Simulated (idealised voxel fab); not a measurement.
You're looking at the process module voxel self aligned contacts.
Xsec cut, 230 nm wide, square cell size 5 nm.
Cross-section, as written here: a square-cell grid given band by band from the top down, where a band holds one or more rows of cells. Heights first: top, then bottom, in nm. Then materials, left to right, each with a width in nm. "throughout" on a single material: fills the band edge to edge. "empty": empty space. We count height from 0. Below that, the starting wafer is all one material. The lowest band never ends at the bottom but goes on down; see "0 -> down" for how that is written. You'd read "30 to 40" like this: the band's top row of cells is as wide as the first number, its bottom row is as wide as the second, and going down, every row changes width by the same amount as the row before did. "nothing was modified", as given for a step, is the statement that not any cell of the cross-section underwent a change during that step. "Unvented cavities": sealed empty spaces, 8 cells or more, no open way to top, listed width x height at distance, with distance from the left edge and width, height and distance in nm. It should be noted that, on the line of a given step, the content following the step's settings is a remark produced by the simulator itself with respect to that step. You can add "overlay nm" to a step's line. For a step with a mask, it describes how far the mask lay to the right of its planned position, and a negative number describes a lay to the left.

**Below is the list of planned process steps**
| 1 | op RECEIVE | material Si |
| 2 | op OXIDIZE | depth nm 5 |
| 3 | op DIRECTIONAL_DEP | material polySi | thk nm 30 |
| 4 | op DIRECTIONAL_DEP | material SiN | thk nm 20 |
| 5 | op DIRECTIONAL_DEP | material aC | thk nm 10 |
| 6 | op PATTERN | tone cover | mask id GATE | material resist | width nm 30 | pitch nm 60 | thk nm 25 | overlay nm 0 |
| 7 | op DIRECTIONAL_ETCH | etch materials aC | depth nm 10 |
| 8 | op STRIP | etch materials resist |
| 9 | op DIRECTIONAL_ETCH | etch materials SiN | depth nm 20 |
| 10 | op DIRECTIONAL_ETCH | etch materials polySi | depth nm 30 |
| 11 | op STRIP | etch materials aC |
| 12 | op CONFORMAL_DEP | material SiN | thk nm 5 |
| 13 | op DIRECTIONAL_ETCH | etch materials SiN | depth nm 5 |
| 14 | op FILL_DEP | material SiO2 | thk nm 15 |
| 15 | op CMP | height nm 60 |
| 16 | op MASKED_ETCH | tone open | mask id CONTACT | width nm 40 | pitch nm 60 | etch materials SiO2 | depth nm 65 | overlay nm 0 |
| 17 | op CONFORMAL_DEP | material TiN | thk nm 5 |
| 18 | op FILL_DEP | material W | thk nm 10 |
| 19 | op CMP | height nm 60 |
| 20 | op CONFORMAL_DEP | material SiN | thk nm 5 |

**Concerning the first of two wafers, which was run in accordance with the plan**

**Delivered wafer in cross-section: state after step 1**
- 0 -> down | Si throughout
- Unvented cavities: none

**Cross-section: wafer state after step 2**
- 0 -> -5 | SiO2 throughout
- Everything below -5 is unchanged.

**Cross-section: wafer state after step 3**
- 30 -> 0 | polySi throughout
- Everything below 0 is unchanged.

**Cross-section: wafer state after step 4**
- 50 -> 30 | SiN throughout
- Everything below 30 is unchanged.

**Cross-section: wafer state after step 5**
- 60 -> 50 | aC throughout
- Everything below 50 is unchanged.

**Cross-section: wafer state after step 6**
- 85 -> 60 | empty 40 nm  resist 30 nm  empty 30 nm  resist 30 nm  empty 30 nm  resist 30 nm  empty 40 nm
- Everything below 60 is unchanged.

**Cross-section: wafer state after step 7**
- 75 -> 60 | empty 40 nm  resist 30 nm  empty 30 nm  resist 30 nm  empty 30 nm  resist 30 nm  empty 40 nm
- 60 -> 50 | empty 40 nm  aC 30 nm  empty 30 nm  aC 30 nm  empty 30 nm  aC 30 nm  empty 40 nm
- Everything below 50 is unchanged.

**Cross-section: wafer state after step 8**
- 60 -> 50 | empty 40 nm  aC 30 nm  empty 30 nm  aC 30 nm  empty 30 nm  aC 30 nm  empty 40 nm
- Everything below 50 is unchanged.

**Cross-section: wafer state after step 9**
- 60 -> 50 | empty 40 nm  aC 30 nm  empty 30 nm  aC 30 nm  empty 30 nm  aC 30 nm  empty 40 nm
- 50 -> 30 | empty 40 nm  SiN 30 nm  empty 30 nm  SiN 30 nm  empty 30 nm  SiN 30 nm  empty 40 nm
- Everything below 30 is unchanged.

**Cross-section: wafer state after step 10**
- 60 -> 50 | empty 40 nm  aC 30 nm  empty 30 nm  aC 30 nm  empty 30 nm  aC 30 nm  empty 40 nm
- 50 -> 30 | empty 40 nm  SiN 30 nm  empty 30 nm  SiN 30 nm  empty 30 nm  SiN 30 nm  empty 40 nm
- 30 -> 0 | empty 40 nm  polySi 30 nm  empty 30 nm  polySi 30 nm  empty 30 nm  polySi 30 nm  empty 40 nm
- Everything below 0 is unchanged.

**Cross-section: wafer state after step 11**
- 50 -> 30 | empty 40 nm  SiN 30 nm  empty 30 nm  SiN 30 nm  empty 30 nm  SiN 30 nm  empty 40 nm
- Everything below 30 is unchanged.

**Cross-section: wafer state after step 12**
- 55 -> 30 | empty 35 nm  SiN 40 nm  empty 20 nm  SiN 40 nm  empty 20 nm  SiN 40 nm  empty 35 nm
- 30 -> 5 | empty 35 nm  SiN 5 nm  polySi 30 nm  SiN 5 nm  empty 20 nm  SiN 5 nm  polySi 30 nm  SiN 5 nm  empty 20 nm  SiN 5 nm  polySi 30 nm  SiN 5 nm  empty 35 nm
- 5 -> 0 | SiN 40 nm  polySi 30 nm  SiN 30 nm  polySi 30 nm  SiN 30 nm  polySi 30 nm  SiN 40 nm
- Everything below 0 is unchanged.

**Cross-section: wafer state after step 13**
- 50 -> 30 | empty 35 nm  SiN 40 nm  empty 20 nm  SiN 40 nm  empty 20 nm  SiN 40 nm  empty 35 nm
- 30 -> 0 | empty 35 nm  SiN 5 nm  polySi 30 nm  SiN 5 nm  empty 20 nm  SiN 5 nm  polySi 30 nm  SiN 5 nm  empty 20 nm  SiN 5 nm  polySi 30 nm  SiN 5 nm  empty 35 nm
- Everything below 0 is unchanged.

**Cross-section: wafer state after step 14**
- 65 -> 50 | SiO2 throughout
- 50 -> 30 | SiO2 35 nm  SiN 40 nm  SiO2 20 nm  SiN 40 nm  SiO2 20 nm  SiN 40 nm  SiO2 35 nm
- 30 -> 0 | SiO2 35 nm  SiN 5 nm  polySi 30 nm  SiN 5 nm  SiO2 20 nm  SiN 5 nm  polySi 30 nm  SiN 5 nm  SiO2 20 nm  SiN 5 nm  polySi 30 nm  SiN 5 nm  SiO2 35 nm
- Everything below 0 is unchanged.

**Cross-section: wafer state after step 15**
- 60 -> 50 | SiO2 throughout
- Everything below 50 is unchanged.

**Cross-section: wafer state after step 16**
- 60 -> 50 | SiO2 65 nm  empty 40 nm  SiO2 20 nm  empty 40 nm  SiO2 65 nm
- 50 -> 30 | SiO2 35 nm  SiN 40 nm  empty 20 nm  SiN 40 nm  empty 20 nm  SiN 40 nm  SiO2 35 nm
- 30 -> 0 | SiO2 35 nm  SiN 5 nm  polySi 30 nm  SiN 5 nm  empty 20 nm  SiN 5 nm  polySi 30 nm  SiN 5 nm  empty 20 nm  SiN 5 nm  polySi 30 nm  SiN 5 nm  SiO2 35 nm
- 0 -> -5 | SiO2 75 nm  empty 20 nm  SiO2 40 nm  empty 20 nm  SiO2 75 nm
- Everything below -5 is unchanged.

**Cross-section: wafer state after step 17**
- 65 -> 60 | TiN 70 nm  empty 30 nm  TiN 30 nm  empty 30 nm  TiN 70 nm
- 60 -> 50 | SiO2 65 nm  TiN 5 to 15 nm  empty 30 to 10 nm  TiN 5 to 15 nm  SiO2 20 nm  TiN 5 to 15 nm  empty 30 to 10 nm  TiN 5 to 15 nm  SiO2 65 nm
- 50 -> 30 | SiO2 35 nm  SiN 40 nm  TiN 5 nm  empty 10 nm  TiN 5 nm  SiN 40 nm  TiN 5 nm  empty 10 nm  TiN 5 nm  SiN 40 nm  SiO2 35 nm
- 30 -> 0 | SiO2 35 nm  SiN 5 nm  polySi 30 nm  SiN 5 nm  TiN 5 nm  empty 10 nm  TiN 5 nm  SiN 5 nm  polySi 30 nm  SiN 5 nm  TiN 5 nm  empty 10 nm  TiN 5 nm  SiN 5 nm  polySi 30 nm  SiN 5 nm  SiO2 35 nm
- 0 -> -5 | SiO2 75 nm  TiN 20 nm  SiO2 40 nm  TiN 20 nm  SiO2 75 nm
- Everything below -5 is unchanged.

**Cross-section: wafer state after step 18**
- 75 -> 65 | W throughout
- 65 -> 60 | TiN 70 nm  W 30 nm  TiN 30 nm  W 30 nm  TiN 70 nm
- 60 -> 50 | SiO2 65 nm  TiN 5 to 15 nm  W 30 to 10 nm  TiN 5 to 15 nm  SiO2 20 nm  TiN 5 to 15 nm  W 30 to 10 nm  TiN 5 to 15 nm  SiO2 65 nm
- 50 -> 30 | SiO2 35 nm  SiN 40 nm  TiN 5 nm  W 10 nm  TiN 5 nm  SiN 40 nm  TiN 5 nm  W 10 nm  TiN 5 nm  SiN 40 nm  SiO2 35 nm
- 30 -> 0 | SiO2 35 nm  SiN 5 nm  polySi 30 nm  SiN 5 nm  TiN 5 nm  W 10 nm  TiN 5 nm  SiN 5 nm  polySi 30 nm  SiN 5 nm  TiN 5 nm  W 10 nm  TiN 5 nm  SiN 5 nm  polySi 30 nm  SiN 5 nm  SiO2 35 nm
- Everything below 0 is unchanged.

**Cross-section: wafer state after step 19**
- 60 -> 50 | SiO2 65 nm  TiN 5 to 15 nm  W 30 to 10 nm  TiN 5 to 15 nm  SiO2 20 nm  TiN 5 to 15 nm  W 30 to 10 nm  TiN 5 to 15 nm  SiO2 65 nm
- Everything below 50 is unchanged.

**Cross-section: wafer state after step 20**
- 65 -> 60 | SiN throughout
- Everything below 60 is unchanged.

**Okay, second wafer. Nothing different at the start, nothing different in the plan, just one mistake somewhere in the running. As far as step 11, counting that step, it's the first wafer all over again**

Look at the second wafer in cross-section at the time step 12 ought to have finished: nothing was modified

**Look at the second wafer in cross-section at the time step 13 ought to have finished**
- 45 -> 30 | empty 40 nm  SiN 30 nm  empty 30 nm  SiN 30 nm  empty 30 nm  SiN 30 nm  empty 40 nm
- Everything below 30 is unchanged.

**Look at the second wafer in cross-section at the time step 14 ought to have finished**
- 60 -> 45 | SiO2 throughout
- 45 -> 30 | SiO2 40 nm  SiN 30 nm  SiO2 30 nm  SiN 30 nm  SiO2 30 nm  SiN 30 nm  SiO2 40 nm
- 30 -> 0 | SiO2 40 nm  polySi 30 nm  SiO2 30 nm  polySi 30 nm  SiO2 30 nm  polySi 30 nm  SiO2 40 nm
- Everything below 0 is unchanged.

Look at the second wafer in cross-section at the time step 15 ought to have finished: nothing was modified

**Look at the second wafer in cross-section at the time step 16 ought to have finished**
- 60 -> 45 | SiO2 65 nm  empty 40 nm  SiO2 20 nm  empty 40 nm  SiO2 65 nm
- 45 -> 30 | SiO2 40 nm  SiN 30 nm  empty 30 nm  SiN 30 nm  empty 30 nm  SiN 30 nm  SiO2 40 nm
- 30 -> 0 | SiO2 40 nm  polySi 30 nm  empty 30 nm  polySi 30 nm  empty 30 nm  polySi 30 nm  SiO2 40 nm
- 0 -> -5 | SiO2 70 nm  empty 30 nm  SiO2 30 nm  empty 30 nm  SiO2 70 nm
- Everything below -5 is unchanged.

**Look at the second wafer in cross-section at the time step 17 ought to have finished**
- 65 -> 60 | TiN 70 nm  empty 30 nm  TiN 30 nm  empty 30 nm  TiN 70 nm
- 60 -> 50 | SiO2 65 nm  TiN 5 nm  empty 30 nm  TiN 5 nm  SiO2 20 nm  TiN 5 nm  empty 30 nm  TiN 5 nm  SiO2 65 nm
- 50 -> 45 | SiO2 65 nm  TiN 10 nm  empty 20 nm  TiN 10 nm  SiO2 20 nm  TiN 10 nm  empty 20 nm  TiN 10 nm  SiO2 65 nm
- 45 -> 30 | SiO2 40 nm  SiN 30 nm  TiN 5 nm  empty 20 nm  TiN 5 nm  SiN 30 nm  TiN 5 nm  empty 20 nm  TiN 5 nm  SiN 30 nm  SiO2 40 nm
- 30 -> 0 | SiO2 40 nm  polySi 30 nm  TiN 5 nm  empty 20 nm  TiN 5 nm  polySi 30 nm  TiN 5 nm  empty 20 nm  TiN 5 nm  polySi 30 nm  SiO2 40 nm
- 0 -> -5 | SiO2 70 nm  TiN 30 nm  SiO2 30 nm  TiN 30 nm  SiO2 70 nm
- Everything below -5 is unchanged.

**Look at the second wafer in cross-section at the time step 18 ought to have finished**
- 75 -> 65 | W throughout
- 65 -> 60 | TiN 70 nm  W 30 nm  TiN 30 nm  W 30 nm  TiN 70 nm
- 60 -> 50 | SiO2 65 nm  TiN 5 nm  W 30 nm  TiN 5 nm  SiO2 20 nm  TiN 5 nm  W 30 nm  TiN 5 nm  SiO2 65 nm
- 50 -> 45 | SiO2 65 nm  TiN 10 nm  W 20 nm  TiN 10 nm  SiO2 20 nm  TiN 10 nm  W 20 nm  TiN 10 nm  SiO2 65 nm
- 45 -> 30 | SiO2 40 nm  SiN 30 nm  TiN 5 nm  W 20 nm  TiN 5 nm  SiN 30 nm  TiN 5 nm  W 20 nm  TiN 5 nm  SiN 30 nm  SiO2 40 nm
- 30 -> 0 | SiO2 40 nm  polySi 30 nm  TiN 5 nm  W 20 nm  TiN 5 nm  polySi 30 nm  TiN 5 nm  W 20 nm  TiN 5 nm  polySi 30 nm  SiO2 40 nm
- Everything below 0 is unchanged.

**Look at the second wafer in cross-section at the time step 19 ought to have finished**
- 60 -> 50 | SiO2 65 nm  TiN 5 nm  W 30 nm  TiN 5 nm  SiO2 20 nm  TiN 5 nm  W 30 nm  TiN 5 nm  SiO2 65 nm
- Everything below 50 is unchanged.

**Look at the second wafer in cross-section at the time step 20 ought to have finished**
- 65 -> 60 | SiN throughout
- Everything below 60 is unchanged.
What was the processing mistake? not run: step 12 of the plan (skipped)
Once processing is complete, comparing cell counts shows that the second wafer has more or fewer of certain materials than the first: SiN -78 | SiO2 +30 | W +48
